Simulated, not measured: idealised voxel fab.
process module | voxel wiring stack
cross-section cut | 275 nm wide | cells 5 nm
A cross-section is a grid of square cells, given in bands from the top down. A band is one or more rows of cells.
Each band's line starts with the height of the band's top and of its bottom, in nm. Then come its materials from left to right, each with its width in nm. One material with "throughout" fills the band from edge to edge. "air" is empty space.
Height 0 is the level under which the wafer as received is all one material. The lowest band goes on downwards, as in "0 down".
A width such as "30 to 40" changes by the same amount from each row of cells to the next, from the band's top row to its bottom row.
"no change" after a step means that no cell of the cross-section changed.
closed voids: empty space of 8 cells or more with no open way to the top, each as width x height at its distance from the left edge, in nm
after a step's settings: what the simulator itself notes on the step
overlay nm, on a step with a mask: how far to the right of its planned place the mask lay; to the left if negative
plan
1 op RECEIVE | material Si
2 op CONFORMAL_DEP | material SiO2 | thk nm 10
3 op CONFORMAL_DEP | material SiN | thk nm 5
4 op DIRECTIONAL_DEP | material lowk | thk nm 15
5 op MASKED_ETCH | tone open | mask id METAL_1 | width nm 30 | pitch nm 60 | etch materials lowk | depth nm 15 | overlay nm 0
6 op MASKED_ETCH | tone open | mask id METAL_1 | width nm 30 | pitch nm 60 | etch materials SiN | depth nm 5 | overlay nm 0
7 op CONFORMAL_DEP | material TiN | thk nm 5
8 op FILL_DEP | material W | thk nm 10
9 op CMP | height nm 30
10 op CONFORMAL_DEP | material SiCN | thk nm 5
11 op DIRECTIONAL_DEP | material lowk | thk nm 10
12 op DIRECTIONAL_DEP | material aC | thk nm 15
13 op PATTERN | tone open | mask id PLUG_1 | material resist | width nm 15 | pitch nm 120 | thk nm 35 | overlay nm 0
14 op DIRECTIONAL_ETCH | etch materials aC | depth nm 15
15 op STRIP | etch materials resist
16 op DIRECTIONAL_ETCH | etch materials lowk | depth nm 10
17 op DIRECTIONAL_ETCH | etch materials SiCN | depth nm 5
18 op STRIP | etch materials aC
19 op CONFORMAL_DEP | material TiN | thk nm 5
20 op FILL_DEP | material Ru | thk nm 5
21 op CMP | height nm 45
22 op DIRECTIONAL_DEP | material TiN | thk nm 5
23 op DIRECTIONAL_DEP | material W | thk nm 15
24 op MASKED_ETCH | tone cover | mask id METAL_2 | width nm 30 | pitch nm 60 | etch materials W | depth nm 15 | overlay nm 0
25 op MASKED_ETCH | tone cover | mask id METAL_2 | width nm 30 | pitch nm 60 | etch materials TiN | depth nm 5 | overlay nm 0
26 op CONFORMAL_DEP | material SiCN | thk nm 5
27 op FILL_DEP | material SiO2 | thk nm 5
28 op CMP | height nm 65
29 op CONFORMAL_DEP | material SiCN | thk nm 5
30 op DIRECTIONAL_DEP | material SiO2 | thk nm 25
31 op DIRECTIONAL_DEP | material aC | thk nm 15
32 op PATTERN | tone open | mask id METAL_3_HOLES | material resist | width nm 15 | pitch nm 60 | thk nm 35 | overlay nm 0
33 op DIRECTIONAL_ETCH | etch materials aC | depth nm 15
34 op STRIP | etch materials resist
35 op DIRECTIONAL_ETCH | etch materials SiO2 | depth nm 25
36 op STRIP | etch materials aC
37 op DIRECTIONAL_DEP | material aC | thk nm 10
38 op PATTERN | tone open | mask id METAL_3 | material resist | width nm 30 | pitch nm 60 | thk nm 30 | overlay nm 0
39 op DIRECTIONAL_ETCH | etch materials aC | depth nm 10
40 op STRIP | etch materials resist
41 op DIRECTIONAL_ETCH | etch materials SiO2 | depth nm 15
42 op DIRECTIONAL_ETCH | etch materials SiCN | depth nm 5
43 op STRIP | etch materials aC
44 op CONFORMAL_DEP | material TiN | thk nm 5
45 op FILL_DEP | material Cu | thk nm 5
46 op CMP | height nm 95
47 op CONFORMAL_DEP | material SiCN | thk nm 5
as received, after step 1
  0 down: Si throughout
  closed voids: none
a wafer at the end: this start, this plan, one mistake
  100 to 95: SiCN throughout
  95 to 85: SiO2 30 | TiN 5 | Cu 5 | TiN 5 | SiO2 45 | TiN 5 | Cu 5 | TiN 5 | SiO2 45 | TiN 5 | Cu 5 | TiN 5 | SiO2 45 | TiN 5 | Cu 5 | TiN 5 | SiO2 50
  85 to 80: SiO2 30 | TiN 15 | SiO2 45 | TiN 15 | SiO2 45 | TiN 15 | SiO2 45 | TiN 15 | SiO2 50
  80 to 70: SiO2 throughout
  70 to 65: SiCN throughout
  65 to 50: SiO2 25 | SiCN 5 | W 30 | SiCN 5 | SiO2 20 | SiCN 5 | W 30 | SiCN 5 | SiO2 20 | SiCN 5 | W 30 | SiCN 5 | SiO2 20 | SiCN 5 | W 30 | SiCN 5 | SiO2 30
  50 to 45: SiCN 30 | TiN 30 | SiCN 30 | TiN 30 | SiCN 30 | TiN 30 | SiCN 30 | TiN 30 | SiCN 35
  45 to 35: lowk 30 | TiN 5 | Ru 5 | TiN 5 | lowk 105 | TiN 5 | Ru 5 | TiN 5 | lowk 110
  35 to 30: SiCN 30 | TiN 15 | SiCN 105 | TiN 15 | SiCN 110
  30 to 15: lowk 30 | TiN 5 | W 20 | TiN 5 | lowk 30 | TiN 5 | W 20 | TiN 5 | lowk 30 | TiN 5 | W 20 | TiN 5 | lowk 30 | TiN 5 | W 20 | TiN 5 | lowk 35
  15 to 10: SiN 30 | TiN 30 | SiN 30 | TiN 30 | SiN 30 | TiN 30 | SiN 30 | TiN 30 | SiN 35
  10 to 0: SiO2 throughout
  0 down: Si throughout
  closed voids: none
what went wrong: step 30 was run twice
